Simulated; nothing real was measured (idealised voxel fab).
process module | voxel self aligned contacts
cross-section cut | 175 nm wide | cells 5 nm
A cross-section is a grid of square cells, given in bands from the top down. A band is one or more rows of cells.
Each band's line starts with the height of the band's top and of its bottom, in nm. Then come its materials from left to right, each with its width in nm. One material with "throughout" fills the band from edge to edge. "air" is empty space.
Height 0 is the level under which the wafer as received is all one material. The lowest band goes on downwards, as in "0 down".
A width such as "30 to 40" changes by the same amount from each row of cells to the next, from the band's top row to its bottom row.
"no change" after a step means that no cell of the cross-section changed.
closed voids: empty space of 8 cells or more with no open way to the top, each as width x height at its distance from the left edge, in nm
after a step's settings: what the simulator itself notes on the step
overlay nm, on a step with a mask: how far to the right of its planned place the mask lay; to the left if negative
plan
1 op RECEIVE | material Si
2 op CONFORMAL_DEP | material SiO2 | thk nm 5
3 op DIRECTIONAL_DEP | material polySi | thk nm 25
4 op DIRECTIONAL_DEP | material SiN | thk nm 25
5 op MASKED_ETCH | tone cover | mask id GATE | width nm 30 | pitch nm 65 | etch materials SiN | depth nm 25 | overlay nm 0
6 op MASKED_ETCH | tone cover | mask id GATE | width nm 30 | pitch nm 65 | etch materials polySi | depth nm 25 | overlay nm 0
7 op CONFORMAL_DEP | material SiN | thk nm 10
8 op DIRECTIONAL_ETCH | etch materials SiN | depth nm 10
9 op FILL_DEP | material SiO2 | thk nm 10
10 op CMP | height nm 60
11 op MASKED_ETCH | tone open | mask id CONTACT | width nm 45 | etch materials SiO2 | depth nm 60 | overlay nm 0
12 op CONFORMAL_DEP | material TiN | thk nm 5
13 op FILL_DEP | material W | thk nm 5
14 op CMP | height nm 60
15 op CONFORMAL_DEP | material SiN | thk nm 5
as received, after step 1
  0 down: Si throughout
  closed voids: none
first wafer at the end, as planned
  65 to 60: SiN throughout
  60 to 55: SiO2 65 | TiN 20 | W 5 | TiN 20 | SiO2 65
  55 to 30: SiO2 30 | SiN 50 | TiN 5 | W 5 | TiN 5 | SiN 50 | SiO2 30
  30 to 5: SiO2 30 | SiN 10 | polySi 30 | SiN 10 | TiN 5 | W 5 | TiN 5 | SiN 10 | polySi 30 | SiN 10 | SiO2 30
  5 to 0: SiO2 80 | TiN 15 | SiO2 80
  0 down: Si throughout
  closed voids: none
second wafer at the end: like start, like plan, one mistake
  65 to 60: SiN throughout
  60 to 50: SiO2 65 | TiN 5 to 20 | W 35 to 5 | TiN 5 to 20 | SiO2 65
  50 to 25: SiO2 30 | SiN 50 | TiN 5 | W 5 | TiN 5 | SiN 50 | SiO2 30
  25 to 5: SiO2 30 | SiN 10 | polySi 30 | SiN 10 | TiN 5 | W 5 | TiN 5 | SiN 10 | polySi 30 | SiN 10 | SiO2 30
  5 to 0: SiO2 30 | SiN 10 | polySi 30 | SiN 10 | TiN 15 | SiN 10 | polySi 30 | SiN 10 | SiO2 30
  0 down: Si throughout
  closed voids: none
what went wrong: step 2 was left out
at the end the second wafer has, in cells: 6 fewer of SiO2 | 6 more of W
